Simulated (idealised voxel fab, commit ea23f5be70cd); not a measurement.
Module name: voxel self aligned vias (process module)
For reference, the cross-section in this document is cut, with width 295 nm and square cells of 5 nm.
When this document writes out a cross-section, it uses a grid of square cells and lists it as bands, beginning at the top and moving down, with a band standing for one or more rows of cells. Basically the band line says how high the top is and how high the bottom is, in nm, and then what's in it from left to right, every material with its width in nm. Empty space shows up as "empty", and if a single material carries "everywhere" it runs the full band edge to edge. Height datum 0, below which the as-received substrate wafer is one material. Lowest band open at the bottom, running downward: "0 and below". A width given as "30->40" starts at the first number in the band's top row and ends at the second number in its bottom row, shifting by an equal amount at every step from row to row. When a step is marked "no change occurred", none of the cells in the cross-section changed during that step. If an empty space has no open way to the top and is at least 8 cells in size, "Enclosed empty spaces" lists it, written width x height at distance, where distance is measured from the left edge and every value is in nm. Post-settings text on a step line: simulator's own remark regarding the step. A step line may carry the setting "overlay nm", which, for steps involving a mask, states the distance by which the mask lay to the right of its intended position; negative values denote displacement to the left.

**List of planned process steps**
1,RECEIVE [material Si]
2,CONFORMAL_DEP [material SiO2] [thk nm 15]
3,CONFORMAL_DEP [material SiCN] [thk nm 5]
4,DIRECTIONAL_DEP [material SiO2] [thk nm 30]
5,DIRECTIONAL_DEP [material aC] [thk nm 15]
6,PATTERN [tone open] [mask id LINES] [material resist] [width nm 20] [pitch nm 70] [thk nm 35] [overlay nm 0]
7,DIRECTIONAL_ETCH [etch materials aC] [depth nm 15]
8,STRIP [etch materials resist]
9,DIRECTIONAL_ETCH [etch materials SiO2] [depth nm 30]
10,STRIP [etch materials aC]
11,CONFORMAL_DEP [material TiN] [thk nm 5]
12,FILL_DEP [material W] [thk nm 10]
13,CMP [height nm 50]
14,SELECTIVE_ETCH [etch materials W Ru TiN] [depth nm 10]
15,FILL_DEP [material SiN] [thk nm 5]
16,CMP [height nm 50]
17,DIRECTIONAL_DEP [material SiO2] [thk nm 20]
18,MASKED_ETCH [tone open] [mask id VIAS] [width nm 40] [pitch nm 140] [etch materials SiO2] [depth nm 20] [overlay nm 0]
19,MASKED_ETCH [tone open] [mask id VIAS] [width nm 40] [pitch nm 140] [etch materials SiN] [depth nm 10] [overlay nm 0]
20,CONFORMAL_DEP [material TiN] [thk nm 5]
21,FILL_DEP [material Ru] [thk nm 10]
22,CMP [height nm 70]
23,CONFORMAL_DEP [material SiN] [thk nm 5]

**First of two wafers: run as planned**

**As received (post step 1): cross-section**
	0 and below = Si everywhere
	Enclosed empty spaces: none

**The wafer, seen in cross-section, after step 2**
	15 down to 0 = SiO2 everywhere
	Under 0: no change, same as before.

**The wafer, seen in cross-section, after step 3**
	20 down to 15 = SiCN everywhere
	Under 15: no change, same as before.

**The wafer, seen in cross-section, after step 4**
	50 down to 20 = SiO2 everywhere
	Under 20: no change, same as before.

**The wafer, seen in cross-section, after step 5**
	65 down to 50 = aC everywhere
	Under 50: no change, same as before.

**The wafer, seen in cross-section, after step 6**
	100 down to 65 = resist 65; empty 20; resist 50; empty 20; resist 50; empty 20; resist 70
	Under 65: no change, same as before.

**The wafer, seen in cross-section, after step 7**
	85 down to 65 = resist 65; empty 20; resist 50; empty 20; resist 50; empty 20; resist 70
	65 down to 50 = aC 65; empty 20; aC 50; empty 20; aC 50; empty 20; aC 70
	Under 50: no change, same as before.

**The wafer, seen in cross-section, after step 8**
	65 down to 50 = aC 65; empty 20; aC 50; empty 20; aC 50; empty 20; aC 70
	Under 50: no change, same as before.

**The wafer, seen in cross-section, after step 9**
	65 down to 50 = aC 65; empty 20; aC 50; empty 20; aC 50; empty 20; aC 70
	50 down to 20 = SiO2 65; empty 20; SiO2 50; empty 20; SiO2 50; empty 20; SiO2 70
	Under 20: no change, same as before.

**The wafer, seen in cross-section, after step 10**
	50 down to 20 = SiO2 65; empty 20; SiO2 50; empty 20; SiO2 50; empty 20; SiO2 70
	Under 20: no change, same as before.

**The wafer, seen in cross-section, after step 11**
	55 down to 50 = TiN 70; empty 10; TiN 60; empty 10; TiN 60; empty 10; TiN 75
	50 down to 25 = SiO2 65; TiN 5; empty 10; TiN 5; SiO2 50; TiN 5; empty 10; TiN 5; SiO2 50; TiN 5; empty 10; TiN 5; SiO2 70
	25 down to 20 = SiO2 65; TiN 20; SiO2 50; TiN 20; SiO2 50; TiN 20; SiO2 70
	Under 20: no change, same as before.

**The wafer, seen in cross-section, after step 12**
	65 down to 55 = W everywhere
	55 down to 50 = TiN 70; W 10; TiN 60; W 10; TiN 60; W 10; TiN 75
	50 down to 25 = SiO2 65; TiN 5; W 10; TiN 5; SiO2 50; TiN 5; W 10; TiN 5; SiO2 50; TiN 5; W 10; TiN 5; SiO2 70
	Under 25: no change, same as before.

**The wafer, seen in cross-section, after step 13**
	50 down to 25 = SiO2 65; TiN 5; W 10; TiN 5; SiO2 50; TiN 5; W 10; TiN 5; SiO2 50; TiN 5; W 10; TiN 5; SiO2 70
	Under 25: no change, same as before.

**The wafer, seen in cross-section, after step 14**
	50 down to 40 = SiO2 65; empty 20; SiO2 50; empty 20; SiO2 50; empty 20; SiO2 70
	Under 40: no change, same as before.

**The wafer, seen in cross-section, after step 15**
	55 down to 50 = SiN everywhere
	50 down to 40 = SiO2 65; SiN 20; SiO2 50; SiN 20; SiO2 50; SiN 20; SiO2 70
	Under 40: no change, same as before.

**The wafer, seen in cross-section, after step 16**
	50 down to 40 = SiO2 65; SiN 20; SiO2 50; SiN 20; SiO2 50; SiN 20; SiO2 70
	Under 40: no change, same as before.

**The wafer, seen in cross-section, after step 17**
	70 down to 50 = SiO2 everywhere
	Under 50: no change, same as before.

**The wafer, seen in cross-section, after step 18**
	70 down to 50 = SiO2 55; empty 40; SiO2 100; empty 40; SiO2 60
	Under 50: no change, same as before.

**The wafer, seen in cross-section, after step 19**
	70 down to 50 = SiO2 55; empty 40; SiO2 100; empty 40; SiO2 60
	50 down to 40 = SiO2 65; empty 20; SiO2 50; SiN 20; SiO2 50; empty 20; SiO2 70
	Under 40: no change, same as before.

**The wafer, seen in cross-section, after step 20**
	75 down to 70 = TiN 60; empty 30; TiN 110; empty 30; TiN 65
	70 down to 55 = SiO2 55; TiN 5; empty 30; TiN 5; SiO2 100; TiN 5; empty 30; TiN 5; SiO2 60
	55 down to 50 = SiO2 55; TiN 15; empty 10; TiN 15; SiO2 100; TiN 15; empty 10; TiN 15; SiO2 60
	50 down to 45 = SiO2 65; TiN 5; empty 10; TiN 5; SiO2 50; SiN 20; SiO2 50; TiN 5; empty 10; TiN 5; SiO2 70
	45 down to 40 = SiO2 65; TiN 20; SiO2 50; SiN 20; SiO2 50; TiN 20; SiO2 70
	Under 40: no change, same as before.

**The wafer, seen in cross-section, after step 21**
	85 down to 75 = Ru everywhere
	75 down to 70 = TiN 60; Ru 30; TiN 110; Ru 30; TiN 65
	70 down to 55 = SiO2 55; TiN 5; Ru 30; TiN 5; SiO2 100; TiN 5; Ru 30; TiN 5; SiO2 60
	55 down to 50 = SiO2 55; TiN 15; Ru 10; TiN 15; SiO2 100; TiN 15; Ru 10; TiN 15; SiO2 60
	50 down to 45 = SiO2 65; TiN 5; Ru 10; TiN 5; SiO2 50; SiN 20; SiO2 50; TiN 5; Ru 10; TiN 5; SiO2 70
	Under 45: no change, same as before.

**The wafer, seen in cross-section, after step 22**
	70 down to 55 = SiO2 55; TiN 5; Ru 30; TiN 5; SiO2 100; TiN 5; Ru 30; TiN 5; SiO2 60
	Under 55: no change, same as before.

**The wafer, seen in cross-section, after step 23**
	75 down to 70 = SiN everywhere
	Under 70: no change, same as before.

**The Second Wafer: Common Origin and Plan, One Mistake in Execution, Identical to the First Through Step 17**

**Cross-section of the second wafer at the time by which step 18 should have been completed according to the plan**
	70 down to 50 = SiO2 55; empty 40; SiO2 100; empty 40; SiO2 60
	50 down to 40 = SiO2 55; empty 10; SiN 20; empty 10; SiO2 40; SiN 20; SiO2 40; empty 10; SiN 20; empty 10; SiO2 60
	40 down to 30 = SiO2 55; empty 10; TiN 5; W 10; TiN 5; empty 10; SiO2 40; TiN 5; W 10; TiN 5; SiO2 40; empty 10; TiN 5; W 10; TiN 5; empty 10; SiO2 60
	Under 30: no change, same as before.

**Cross-section of the second wafer at the time by which step 19 should have been completed according to the plan**
	70 down to 50 = SiO2 55; empty 40; SiO2 100; empty 40; SiO2 60
	50 down to 40 = SiO2 55; empty 40; SiO2 40; SiN 20; SiO2 40; empty 40; SiO2 60
	Under 40: no change, same as before.

**Cross-section of the second wafer at the time by which step 20 should have been completed according to the plan**
	75 down to 70 = TiN 60; empty 30; TiN 110; empty 30; TiN 65
	70 down to 50 = SiO2 55; TiN 5; empty 30; TiN 5; SiO2 100; TiN 5; empty 30; TiN 5; SiO2 60
	50 down to 45 = SiO2 55; TiN 5; empty 30; TiN 5; SiO2 40; SiN 20; SiO2 40; TiN 5; empty 30; TiN 5; SiO2 60
	45 down to 40 = SiO2 55; TiN 40; SiO2 40; SiN 20; SiO2 40; TiN 40; SiO2 60
	40 down to 30 = SiO2 55; TiN 15; W 10; TiN 15; SiO2 40; TiN 5; W 10; TiN 5; SiO2 40; TiN 15; W 10; TiN 15; SiO2 60
	Under 30: no change, same as before.

**Cross-section of the second wafer at the time by which step 21 should have been completed according to the plan**
	85 down to 75 = Ru everywhere
	75 down to 70 = TiN 60; Ru 30; TiN 110; Ru 30; TiN 65
	70 down to 50 = SiO2 55; TiN 5; Ru 30; TiN 5; SiO2 100; TiN 5; Ru 30; TiN 5; SiO2 60
	50 down to 45 = SiO2 55; TiN 5; Ru 30; TiN 5; SiO2 40; SiN 20; SiO2 40; TiN 5; Ru 30; TiN 5; SiO2 60
	Under 45: no change, same as before.

**Cross-section of the second wafer at the time by which step 22 should have been completed according to the plan**
	70 down to 50 = SiO2 55; TiN 5; Ru 30; TiN 5; SiO2 100; TiN 5; Ru 30; TiN 5; SiO2 60
	Under 50: no change, same as before.

**Cross-section of the second wafer at the time by which step 23 should have been completed according to the plan**
	75 down to 70 = SiN everywhere
	Under 70: no change, same as before.
Which mistake was made when the wafer was run? heads up, step 18 of the plan got done twice
Once processing is complete, comparing cell counts shows that the second wafer has more or fewer of certain materials than the first: +16 Ru; -32 SiO2; +16 TiN
